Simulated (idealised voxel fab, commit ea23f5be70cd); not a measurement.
Process module under the name voxel ribs on slabs
The width of the displayed cross-section, cut, is 240 nm; its cells are square, with a size of 5 nm.
How to read a cross-section here: the picture is a grid of square cells, written as bands going from the top down, and any band can span one or more rows of cells.
Heights first: top, then bottom, in nm. Then materials, left to right, each with a width in nm. "everywhere" on a single material: fills the band edge to edge. "empty": empty space.
The level at which height equals 0 is the one under which the wafer, as it arrives, is entirely one material. No lower edge exists for the bottom band, which continues downward and is notated as in "z 0 and below".
Per-row width for "30 to 40": begins at first number (top row of band), ends at second number (bottom row), increment between rows held constant.
Take "identical to before" at face value: in the step it is given for, the cross-section changed in none of its cells.
Listed in "Enclosed void list": every empty space of 8 or more cells without an open way to the top. Form: width x height at distance, the distance being from the left edge, all in nm.
What comes after the settings on a step's line is commentary from the simulator itself on that step.
"overlay nm" answers the question of how far to the right of plan the mask lay on a step that has a mask, and when it is negative the answer is to the left.

The process steps that were planned are listed below
| 1 | RECEIVE with material Si |
| 2 | DIRECTIONAL_DEP with material SiO2, thk nm 30 |
| 3 | DIRECTIONAL_DEP with material SiN, thk nm 20 |
| 4 | MASKED_ETCH with tone cover, mask id RIB, width nm 25, etch materials SiN, depth nm 5, overlay nm 0 |
| 5 | PATTERN with tone cover, mask id SLAB, material resist, width nm 65, thk nm 20, overlay nm 0 |
| 6 | DIRECTIONAL_ETCH with etch materials SiN, depth nm 15 |
| 7 | STRIP with etch materials resist |
| 8 | FILL_DEP with material SiO2, thk nm 15 |
| 9 | CMP with height nm 60 |
| 10 | DIRECTIONAL_DEP with material TiN, thk nm 5 |
| 11 | DIRECTIONAL_DEP with material aC, thk nm 10 |
| 12 | PATTERN with tone cover, mask id HEATER, material resist, width nm 25, thk nm 25, overlay nm 0 |
| 13 | DIRECTIONAL_ETCH with etch materials aC, depth nm 10 |
| 14 | STRIP with etch materials resist |
| 15 | DIRECTIONAL_ETCH with etch materials TiN, depth nm 5 |
| 16 | STRIP with etch materials aC |
| 17 | CONFORMAL_DEP with material SiO2, thk nm 10 |
The value of width nm given for step 12 in the plan refers to the first wafer; the wafers vary in this setting and are alike at the start.

First of several wafers (as received, post step 1), cross-sectional view
> z 0 and below | Si everywhere
> Enclosed void list: none

Post step 17, the closing step of the module: first of several wafers, cross-sectioned
> z 75 to 70 | empty 95, then SiO2 45, then empty 100
> z 70 to 65 | SiO2 everywhere
> z 65 to 60 | SiO2 105, then TiN 25, then SiO2 110
> z 60 to 50 | SiO2 everywhere
> z 50 to 45 | SiO2 105, then SiN 25, then SiO2 110
> z 45 to 30 | SiO2 85, then SiN 65, then SiO2 90
> z 30 to 0 | SiO2 everywhere
> z 0 and below | Si everywhere
> Enclosed void list: none

Cross-section of the last wafer at end of module
> z 75 to 70 | empty 85, then SiO2 70, then empty 85
> z 70 to 65 | SiO2 everywhere
> z 65 to 60 | SiO2 95, then TiN 50, then SiO2 95
> z 60 to 50 | SiO2 everywhere
> z 50 to 45 | SiO2 105, then SiN 25, then SiO2 110
> z 45 to 30 | SiO2 85, then SiN 65, then SiO2 90
> z 30 to 0 | SiO2 everywhere
> z 0 and below | Si everywhere
> Enclosed void list: none

Per-wafer rows below. For each material: cells gained (+) or lost (-) since the wafer was received, as of end of module. Then: closed voids
width nm 25, +44 SiN, +632 SiO2, +5 TiN, Enclosed void list: none
width nm 30, +44 SiN, +632 SiO2, +6 TiN, Enclosed void list: none
width nm 35, +44 SiN, +632 SiO2, +7 TiN, Enclosed void list: none
width nm 40, +44 SiN, +632 SiO2, +8 TiN, Enclosed void list: none
width nm 45, +44 SiN, +632 SiO2, +9 TiN, Enclosed void list: none
width nm 50, +44 SiN, +632 SiO2, +10 TiN, Enclosed void list: none
